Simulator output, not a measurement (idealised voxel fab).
A process module follows: voxel self aligned vias.
Shown is cross-section cut, with a width of 285 nm and square cells of size 5 nm.
Bands, listed from the top down, are how a cross-section gets written in this document; the cross-section itself is a grid of square cells, and a band is one or more rows of them. This entry defines a band. It first specifies the height of the band's top and the height of its bottom in nm, and then specifies the band's materials from left to right, stating each material with its width in nm. The word "throughout" identifies a single material that fills the band from edge to edge, while the word "air" identifies empty space. Heights are reckoned from 0. Under this level, the received wafer is all of one material. The bottommost band is open-ended downward, for example "0 -> down". The two numbers in a width such as "30->40" mark its ends across the band: the first belongs to the top row of cells, the second to the bottom row, and from each row to the next the width moves by the same amount. For the purposes of this document, the phrase "no alteration" attached to a step denotes that no cell within the cross-section was modified by that step. Voids not open to the top, 8 cells minimum: see "Enclosed empty spaces". Written width x height at distance; distance is from the left edge; nm. On a step's line, text after the settings is the simulator commenting on that step. Among the settings permitted on a step's line is "overlay nm"; applied to a step with a mask, it specifies the extent to which the mask lay to the right of its planned position, whereas a negative figure signifies a position to the left.
-- Planned process steps
1: RECEIVE,material Si
2: CONFORMAL_DEP,material SiO2,thk nm 15
3: CONFORMAL_DEP,material SiCN,thk nm 5
4: DIRECTIONAL_DEP,material lowk,thk nm 25
5: PATTERN,tone open,mask id LINES,material resist,width nm 30,pitch nm 70,thk nm 20,overlay nm 0
6: DIRECTIONAL_ETCH,etch materials lowk,depth nm 25
7: STRIP,etch materials resist
8: CONFORMAL_DEP,material TiN,thk nm 5
9: FILL_DEP,material Ru,thk nm 10
10: CMP,height nm 45
11: SELECTIVE_ETCH,etch materials W Ru TiN,depth nm 5
12: FILL_DEP,material SiN,thk nm 10
13: CMP,height nm 45
14: DIRECTIONAL_DEP,material lowk,thk nm 20
15: PATTERN,tone open,mask id VIAS,material resist,width nm 40,pitch nm 70,thk nm 15,overlay nm 0
16: DIRECTIONAL_ETCH,etch materials lowk,depth nm 20
17: DIRECTIONAL_ETCH,etch materials SiN,depth nm 5
18: STRIP,etch materials resist
19: CONFORMAL_DEP,material TiN,thk nm 5
20: FILL_DEP,material Cu,thk nm 10
21: CMP,height nm 65
22: CONFORMAL_DEP,material SiN,thk nm 5
-- Wafer cross-section on receipt, i.e. after step 1
- 0 -> down | Si throughout
- Enclosed empty spaces: none
-- Wafer cross-section at module end: first of two, run to plan
- 70 -> 65 | SiN throughout
- 65 -> 50 | 85 of lowk  5 of TiN  30 of Cu  5 of TiN  30 of lowk  5 of TiN  30 of Cu  5 of TiN  90 of lowk
- 50 -> 45 | 85 of lowk  10 of TiN  20 of Cu  10 of TiN  30 of lowk  10 of TiN  20 of Cu  10 of TiN  90 of lowk
- 45 -> 40 | 90 of lowk  30 of TiN  40 of lowk  30 of TiN  95 of lowk
- 40 -> 25 | 90 of lowk  5 of TiN  20 of Ru  5 of TiN  40 of lowk  5 of TiN  20 of Ru  5 of TiN  95 of lowk
- 25 -> 20 | 90 of lowk  30 of TiN  40 of lowk  30 of TiN  95 of lowk
- 20 -> 15 | SiCN throughout
- 15 -> 0 | SiO2 throughout
- 0 -> down | Si throughout
- Enclosed empty spaces: none
-- Module end: cross-section of wafer two of two. Same start and process plan as the first wafer. One mistake during execution
- 70 -> 65 | SiN throughout
- 65 -> 50 | 90 of lowk  5 of TiN  25 of Cu  5 of TiN  35 of lowk  5 of TiN  25 of Cu  5 of TiN  90 of lowk
- 50 -> 45 | 90 of lowk  5 of TiN  20 of Cu  10 of TiN  35 of lowk  5 of TiN  20 of Cu  10 of TiN  90 of lowk
- 45 -> 40 | 90 of lowk  30 of TiN  40 of lowk  30 of TiN  95 of lowk
- 40 -> 25 | 90 of lowk  5 of TiN  20 of Ru  5 of TiN  40 of lowk  5 of TiN  20 of Ru  5 of TiN  95 of lowk
- 25 -> 20 | 90 of lowk  30 of TiN  40 of lowk  30 of TiN  95 of lowk
- 20 -> 15 | SiCN throughout
- 15 -> 0 | SiO2 throughout
- 0 -> down | Si throughout
- Enclosed empty spaces: none
Run error: so step 15 ended up running with a different setting than we planned, it ran as PATTERN,tone open,mask id VIAS,material resist,width nm 35,pitch nm 70,thk nm 15,overlay nm 0
The second wafer ends with more or fewer cells of some materials than the first, per final count: 6 fewer of Cu; 2 fewer of TiN; 8 more of lowk
